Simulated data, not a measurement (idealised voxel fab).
process module | voxel trench capacitor
cross-section cut | 270 nm wide | cells 5 nm
A cross-section is a grid of square cells, given in bands from the top down. A band is one or more rows of cells.
Each band's line starts with the height of the band's top and of its bottom, in nm. Then come its materials from left to right, each with its width in nm. One material with "throughout" fills the band from edge to edge. "air" is empty space.
Height 0 is the level under which the wafer as received is all one material. The lowest band goes on downwards, as in "0 down".
A width such as "30 to 40" changes by the same amount from each row of cells to the next, from the band's top row to its bottom row.
"no change" after a step means that no cell of the cross-section changed.
closed voids: empty space of 8 cells or more with no open way to the top, each as width x height at its distance from the left edge, in nm
after a step's settings: what the simulator itself notes on the step
overlay nm, on a step with a mask: how far to the right of its planned place the mask lay; to the left if negative
plan
1 op RECEIVE | material Si
2 op CONFORMAL_DEP | material SiN | thk nm 10
3 op MASKED_ETCH | tone open | mask id TRENCH | width nm 30 | pitch nm 60 | etch materials SiN | depth nm 10 | overlay nm 0
4 op MASKED_ETCH | tone open | mask id TRENCH | width nm 20 | pitch nm 60 | etch materials Si | depth nm 40 | overlay nm 0
5 op CONFORMAL_DEP | material Al2O3 | thk nm 5
6 op CONFORMAL_DEP | material TiN | thk nm 5
7 op FILL_DEP | material W | thk nm 5
8 op CMP | height nm 10
varied across the wafers: width nm of step 4. The plan shows the first wafer's value. All wafers start alike
first wafer as received, after step 1
  0 down: Si throughout
  closed voids: none
first wafer at the end, after step 8
  10 to 0: SiN 60 | Al2O3 5 to 10 | TiN 20 to 10 | Al2O3 5 to 10 | SiN 30 | Al2O3 5 to 10 | TiN 20 to 10 | Al2O3 5 to 10 | SiN 30 | Al2O3 5 to 10 | TiN 20 to 10 | Al2O3 5 to 10 | SiN 60
  0 to -35: Si 65 | Al2O3 5 | TiN 10 | Al2O3 5 | Si 40 | Al2O3 5 | TiN 10 | Al2O3 5 | Si 40 | Al2O3 5 | TiN 10 | Al2O3 5 | Si 65
  -35 to -40: Si 65 | Al2O3 20 | Si 40 | Al2O3 20 | Si 40 | Al2O3 20 | Si 65
  -40 down: Si throughout
  closed voids: none
last wafer at the end
  10 to 0: SiN 60 | Al2O3 5 | TiN 5 | W 10 | TiN 5 | Al2O3 5 | SiN 30 | Al2O3 5 | TiN 5 | W 10 | TiN 5 | Al2O3 5 | SiN 30 | Al2O3 5 | TiN 5 | W 10 | TiN 5 | Al2O3 5 | SiN 60
  0 to -30: Si 60 | Al2O3 5 | TiN 5 | W 10 | TiN 5 | Al2O3 5 | Si 30 | Al2O3 5 | TiN 5 | W 10 | TiN 5 | Al2O3 5 | Si 30 | Al2O3 5 | TiN 5 | W 10 | TiN 5 | Al2O3 5 | Si 60
  -30 to -35: Si 60 | Al2O3 5 | TiN 20 | Al2O3 5 | Si 30 | Al2O3 5 | TiN 20 | Al2O3 5 | Si 30 | Al2O3 5 | TiN 20 | Al2O3 5 | Si 60
  -35 to -40: Si 60 | Al2O3 30 | Si 30 | Al2O3 30 | Si 30 | Al2O3 30 | Si 60
  -40 down: Si throughout
  closed voids: none
each wafer at the end: cells of each material gained (+) or lost (-) since it was received, then its closed voids
width nm 20 | +72 Al2O3 | -96 Si | +72 SiN | +60 TiN | closed voids: none
width nm 25 | +72 Al2O3 | -120 Si | +72 SiN | +60 TiN | +24 W | closed voids: none
width nm 30 | +72 Al2O3 | -144 Si | +72 SiN | +60 TiN | +48 W | closed voids: none
width nm 35 | +72 Al2O3 | -144 Si | +72 SiN | +60 TiN | +48 W | closed voids: none
width nm 40 | +72 Al2O3 | -144 Si | +72 SiN | +60 TiN | +48 W | closed voids: none
width nm 45 | +72 Al2O3 | -144 Si | +72 SiN | +60 TiN | +48 W | closed voids: none
